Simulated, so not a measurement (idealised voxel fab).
The document below concerns the process module designated voxel capacitor over wiring.
Square cell edge 5 nm, section width 220 nm, ID cut.
Cross-sections here: square-cell grids, written as top-down lists of bands, a band being one or more rows of cells. The entry gives the band's vertical extent as a top height and a bottom height in nm, then its horizontal make-up as materials from left to right, each with a width in nm. "air" stands for empty space; a single material marked "throughout" fills the band edge to edge. Height reference: 0 = level under which incoming wafer is all one material. Lowest band: no bottom, runs on downward, e.g. "0 nm and below". Think of "30 to 40" as a width that walks from the first number to the second as you go down the band, top row to bottom row, taking equal-sized steps from row to row. Given "no modifications" for a step, no cell of the cross-section differs between before and after that step. Look at "Enclosed void catalog" for the closed voids: empty spaces with no open path to the top, sized 8 cells or up. Each is width x height at distance, distance from the left edge, all nm. What comes after the settings on a step's line is commentary from the simulator itself on that step. overlay nm: step with mask; distance mask lay right of planned place; negative value = left of planned place.

## plan
1 RECEIVE (material Si)
2 CONFORMAL_DEP (material SiO2; thk nm 15)
3 DIRECTIONAL_DEP (material TiN; thk nm 5)
4 DIRECTIONAL_DEP (material W; thk nm 20)
5 DIRECTIONAL_DEP (material aC; thk nm 10)
6 PATTERN (tone cover; mask id METAL_1; material resist; width nm 20; pitch nm 70; thk nm 30; overlay nm 0)
7 DIRECTIONAL_ETCH (etch materials aC; depth nm 10)
8 STRIP (etch materials resist)
9 DIRECTIONAL_ETCH (etch materials W; depth nm 20)
10 DIRECTIONAL_ETCH (etch materials TiN; depth nm 5)
11 STRIP (etch materials aC)
12 CONFORMAL_DEP (material SiCN; thk nm 5)
13 FILL_DEP (material lowk; thk nm 5)
14 CMP (height nm 40)
15 CONFORMAL_DEP (material SiCN; thk nm 5)
16 DIRECTIONAL_DEP (material lowk; thk nm 20)
17 PATTERN (tone open; mask id PLUG_1; material resist; width nm 15; thk nm 20; overlay nm 0)
18 DIRECTIONAL_ETCH (etch materials lowk; depth nm 20)
19 DIRECTIONAL_ETCH (etch materials SiCN; depth nm 5)
20 STRIP (etch materials resist)
21 CONFORMAL_DEP (material TiN; thk nm 5)
22 FILL_DEP (material Ru; thk nm 5)
23 CMP (height nm 65)
24 DIRECTIONAL_DEP (material TiN; thk nm 10)
25 DIRECTIONAL_DEP (material HfO2; thk nm 5)
26 DIRECTIONAL_DEP (material TiN; thk nm 10)
27 PATTERN (tone cover; mask id UPPER_PLATE; material resist; width nm 55; thk nm 15; overlay nm 0)
28 DIRECTIONAL_ETCH (etch materials TiN; depth nm 10)
29 DIRECTIONAL_ETCH (etch materials HfO2; depth nm 5)
30 STRIP (etch materials resist)
31 PATTERN (tone cover; mask id LOWER_PLATE; material resist; width nm 65; thk nm 15; overlay nm 0)
32 DIRECTIONAL_ETCH (etch materials TiN; depth nm 10)
33 STRIP (etch materials resist)
34 FILL_DEP (material SiO2; thk nm 15)
35 CMP (height nm 100)
36 DIRECTIONAL_DEP (material aC; thk nm 15)
37 PATTERN (tone open; mask id PLUG_2; material resist; width nm 15; thk nm 30; overlay nm 0)
38 DIRECTIONAL_ETCH (etch materials aC; depth nm 15)
39 STRIP (etch materials resist)
40 DIRECTIONAL_ETCH (etch materials SiO2; depth nm 10)
41 STRIP (etch materials aC)
42 CONFORMAL_DEP (material TiN; thk nm 5)
43 FILL_DEP (material Cu; thk nm 10)
44 CMP (height nm 100)
45 CONFORMAL_DEP (material SiN; thk nm 5)

## Wafer as received: cross-section following step 1
> 0 nm and below: Si throughout
> Enclosed void catalog: none

## End-of-module cross-section of the first of two wafers, processed as planned
> 105 nm to 100 nm: SiN throughout
> 100 nm to 95 nm: SiO2=80 | TiN=5 | Cu=5 | TiN=5 | SiO2=125
> 95 nm to 90 nm: SiO2=80 | TiN=15 | SiO2=125
> 90 nm to 80 nm: SiO2=70 | TiN=55 | SiO2=95
> 80 nm to 75 nm: SiO2=70 | HfO2=55 | SiO2=95
> 75 nm to 65 nm: SiO2=65 | TiN=65 | SiO2=90
> 65 nm to 45 nm: lowk=70 | TiN=5 | Ru=5 | TiN=5 | lowk=135
> 45 nm to 40 nm: SiCN=70 | TiN=15 | SiCN=135
> 40 nm to 20 nm: lowk=60 | SiCN=5 | W=20 | SiCN=5 | lowk=40 | SiCN=5 | W=20 | SiCN=5 | lowk=60
> 20 nm to 15 nm: SiCN=65 | TiN=20 | SiCN=50 | TiN=20 | SiCN=65
> 15 nm to 0 nm: SiO2 throughout
> 0 nm and below: Si throughout
> Enclosed void catalog: none

## Cross-section, second wafer: same start as the first, same plan as the first, one mistake in running it; taken at the end of the module
> 105 nm to 100 nm: SiN throughout
> 100 nm to 95 nm: SiO2=80 | TiN=5 | Cu=5 | TiN=5 | SiO2=125
> 95 nm to 90 nm: SiO2=80 | TiN=15 | SiO2=125
> 90 nm to 80 nm: SiO2=70 | TiN=55 | SiO2=95
> 80 nm to 75 nm: SiO2=70 | HfO2=55 | SiO2=95
> 75 nm to 65 nm: SiO2=65 | TiN=65 | SiO2=90
> 65 nm to 45 nm: lowk=70 | TiN=5 | Ru=5 | TiN=5 | lowk=135
> 45 nm to 40 nm: SiCN=70 | TiN=15 | SiCN=135
> 40 nm to 35 nm: lowk=60 | SiCN=5 | W=20 | SiCN=5 | lowk=40 | SiCN=5 | W=20 | SiCN=5 | lowk=60
> 35 nm to 30 nm: SiCN=65 | TiN=20 | SiCN=50 | TiN=20 | SiCN=65
> 30 nm to 0 nm: SiO2 throughout
> 0 nm and below: Si throughout
> Enclosed void catalog: none
Processing error: the plan's step 2 ran twice
The final cell counts differ between the wafers, with the second having more or fewer of some materials than the first: SiCN -12 | SiO2 +132 | W -24 | lowk -96
